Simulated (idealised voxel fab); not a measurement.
Presented below is a process module, voxel air gaps.
235 nm wide, 5 nm square cells: that's cross-section cut.
Cross-section layout: square cells on a grid; listed as bands, top to bottom; a band spans one or more cell rows.
A band entry consists of two parts. The first gives the height of the band's top and the height of its bottom, in nm. The rest lists the band's materials from left to right, each with its width in nm. A single material labelled with the word "full width" fills the band from edge to edge, and the word "air" marks empty space.
Height is counted from the level 0, under which the received wafer is composed throughout of one material. The lowest of the bands is not closed at the bottom but continues downward, in the notation "0..down".
Width: "30->40" (first number = top row, second number = bottom row, same change from row to row of cells).
Take "nothing different" at face value: in the step it is given for, the cross-section changed in none of its cells.
In "Fully sealed voids" the enclosed voids are listed, meaning empty spaces of 8 cells or larger without any opening to the top. The form is width x height at distance, distance from the left edge, units nm.
after a step's settings: what the simulator itself notes on the step
On any step carrying a mask, the "overlay nm" setting, if present on the step's line, tells how far right of its planned place the mask lay; negative values point to the left.
## Planned process steps
1 RECEIVE [material Si]
2 CONFORMAL_DEP [material SiO2] [thk nm 10]
3 CONFORMAL_DEP [material SiCN] [thk nm 5]
4 DIRECTIONAL_DEP [material SiO2] [thk nm 40]
5 MASKED_ETCH [tone open] [mask id LINES] [width nm 20] [pitch nm 45] [etch materials SiO2] [depth nm 40] [overlay nm 0]
6 CONFORMAL_DEP [material TiN] [thk nm 5]
7 FILL_DEP [material W] [thk nm 5]
8 CMP [height nm 55]
9 EPI [material Ru] [thk nm 10]
10 SELECTIVE_ETCH [etch materials SiO2] [depth nm 50]
11 CONFORMAL_DEP [material SiCN] [thk nm 5]
## First of two wafers, processed according to plan
## Cross-section of the wafer at receipt, which is the condition after step 1
* 0..down | Si full width
* Fully sealed voids: none
## So this is the wafer cross-section right after step 2
* 10..0 | SiO2 full width
* Below 0, no change.
## So this is the wafer cross-section right after step 3
* 15..10 | SiCN full width
* Below 10, no change.
## So this is the wafer cross-section right after step 4
* 55..15 | SiO2 full width
* Below 15, no change.
## So this is the wafer cross-section right after step 5
* 55..15 | SiO2=40 / air=20 / SiO2=25 / air=20 / SiO2=25 / air=20 / SiO2=25 / air=20 / SiO2=40
* Below 15, no change.
## So this is the wafer cross-section right after step 6
* 60..55 | TiN=45 / air=10 / TiN=35 / air=10 / TiN=35 / air=10 / TiN=35 / air=10 / TiN=45
* 55..20 | SiO2=40 / TiN=5 / air=10 / TiN=5 / SiO2=25 / TiN=5 / air=10 / TiN=5 / SiO2=25 / TiN=5 / air=10 / TiN=5 / SiO2=25 / TiN=5 / air=10 / TiN=5 / SiO2=40
* 20..15 | SiO2=40 / TiN=20 / SiO2=25 / TiN=20 / SiO2=25 / TiN=20 / SiO2=25 / TiN=20 / SiO2=40
* Below 15, no change.
## So this is the wafer cross-section right after step 7
* 65..60 | W full width
* 60..55 | TiN=45 / W=10 / TiN=35 / W=10 / TiN=35 / W=10 / TiN=35 / W=10 / TiN=45
* 55..20 | SiO2=40 / TiN=5 / W=10 / TiN=5 / SiO2=25 / TiN=5 / W=10 / TiN=5 / SiO2=25 / TiN=5 / W=10 / TiN=5 / SiO2=25 / TiN=5 / W=10 / TiN=5 / SiO2=40
* Below 20, no change.
## So this is the wafer cross-section right after step 8
* 55..20 | SiO2=40 / TiN=5 / W=10 / TiN=5 / SiO2=25 / TiN=5 / W=10 / TiN=5 / SiO2=25 / TiN=5 / W=10 / TiN=5 / SiO2=25 / TiN=5 / W=10 / TiN=5 / SiO2=40
* Below 20, no change.
## So this is the wafer cross-section right after step 9
* 65..55 | air=30 / Ru=40 / air=5 / Ru=40 / air=5 / Ru=40 / air=5 / Ru=40 / air=30
* Below 55, no change.
## So this is the wafer cross-section right after step 10
* 65..55 | air=30 / Ru=40 / air=5 / Ru=40 / air=5 / Ru=40 / air=5 / Ru=40 / air=30
* 55..20 | air=40 / TiN=5 / W=10 / TiN=5 / air=25 / TiN=5 / W=10 / TiN=5 / air=25 / TiN=5 / W=10 / TiN=5 / air=25 / TiN=5 / W=10 / TiN=5 / air=40
* 20..15 | air=40 / TiN=20 / air=25 / TiN=20 / air=25 / TiN=20 / air=25 / TiN=20 / air=40
* Below 15, no change.
## So this is the wafer cross-section right after step 11
* 70..65 | air=25 / SiCN=185 / air=25
* 65..55 | air=25 / SiCN=5 / Ru=40 / SiCN=5 / Ru=40 / SiCN=5 / Ru=40 / SiCN=5 / Ru=40 / SiCN=5 / air=25
* 55..50 | air=25 / SiCN=15 / TiN=5 / W=10 / TiN=5 / SiCN=25 / TiN=5 / W=10 / TiN=5 / SiCN=25 / TiN=5 / W=10 / TiN=5 / SiCN=25 / TiN=5 / W=10 / TiN=5 / SiCN=15 / air=25
* 50..20 | air=35 / SiCN=5 / TiN=5 / W=10 / TiN=5 / SiCN=5 / air=15 / SiCN=5 / TiN=5 / W=10 / TiN=5 / SiCN=5 / air=15 / SiCN=5 / TiN=5 / W=10 / TiN=5 / SiCN=5 / air=15 / SiCN=5 / TiN=5 / W=10 / TiN=5 / SiCN=5 / air=35
* 20..15 | SiCN=40 / TiN=20 / SiCN=25 / TiN=20 / SiCN=25 / TiN=20 / SiCN=25 / TiN=20 / SiCN=40
* Below 15, no change.
* Fully sealed voids: 15 x 30 at 65; 15 x 30 at 110; 15 x 30 at 155
## Second wafer, same starting conditions and recipe as the first, one mistake in executing it, nothing differs from the first up to and including step 8
## Second wafer at the planned finish of step 9, seen in cross-section
* 55..20 | air=40 / TiN=5 / W=10 / TiN=5 / air=25 / TiN=5 / W=10 / TiN=5 / air=25 / TiN=5 / W=10 / TiN=5 / air=25 / TiN=5 / W=10 / TiN=5 / air=40
* 20..15 | air=40 / TiN=20 / air=25 / TiN=20 / air=25 / TiN=20 / air=25 / TiN=20 / air=40
* Below 15, no change.
## Second wafer at the planned finish of step 10, seen in cross-section
* 65..55 | air=30 / Ru=40 / air=5 / Ru=40 / air=5 / Ru=40 / air=5 / Ru=40 / air=30
* 55..20 | air=30 / Ru=10 / TiN=5 / W=10 / TiN=5 / Ru=10 / air=5 / Ru=10 / TiN=5 / W=10 / TiN=5 / Ru=10 / air=5 / Ru=10 / TiN=5 / W=10 / TiN=5 / Ru=10 / air=5 / Ru=10 / TiN=5 / W=10 / TiN=5 / Ru=10 / air=30
* 20..15 | air=30 / Ru=10 / TiN=20 / Ru=10 / air=5 / Ru=10 / TiN=20 / Ru=10 / air=5 / Ru=10 / TiN=20 / Ru=10 / air=5 / Ru=10 / TiN=20 / Ru=10 / air=30
* Below 15, no change.
## Second wafer at the planned finish of step 11, seen in cross-section
* 70..65 | air=25 / SiCN=185 / air=25
* 65..55 | air=25 / SiCN=5 / Ru=40 / SiCN=5 / Ru=40 / SiCN=5 / Ru=40 / SiCN=5 / Ru=40 / SiCN=5 / air=25
* 55..20 | air=25 / SiCN=5 / Ru=10 / TiN=5 / W=10 / TiN=5 / Ru=10 / SiCN=5 / Ru=10 / TiN=5 / W=10 / TiN=5 / Ru=10 / SiCN=5 / Ru=10 / TiN=5 / W=10 / TiN=5 / Ru=10 / SiCN=5 / Ru=10 / TiN=5 / W=10 / TiN=5 / Ru=10 / SiCN=5 / air=25
* 20..15 | SiCN=30 / Ru=10 / TiN=20 / Ru=10 / SiCN=5 / Ru=10 / TiN=20 / Ru=10 / SiCN=5 / Ru=10 / TiN=20 / Ru=10 / SiCN=5 / Ru=10 / TiN=20 / Ru=10 / SiCN=30
* Below 15, no change.
Run error: steps 9 and 10: order swapped relative to plan
at the end the second wafer has, in cells: Ru: 128 more, SiCN: 50 fewer
closed voids at the end (first wafer, second wafer): 3, 0
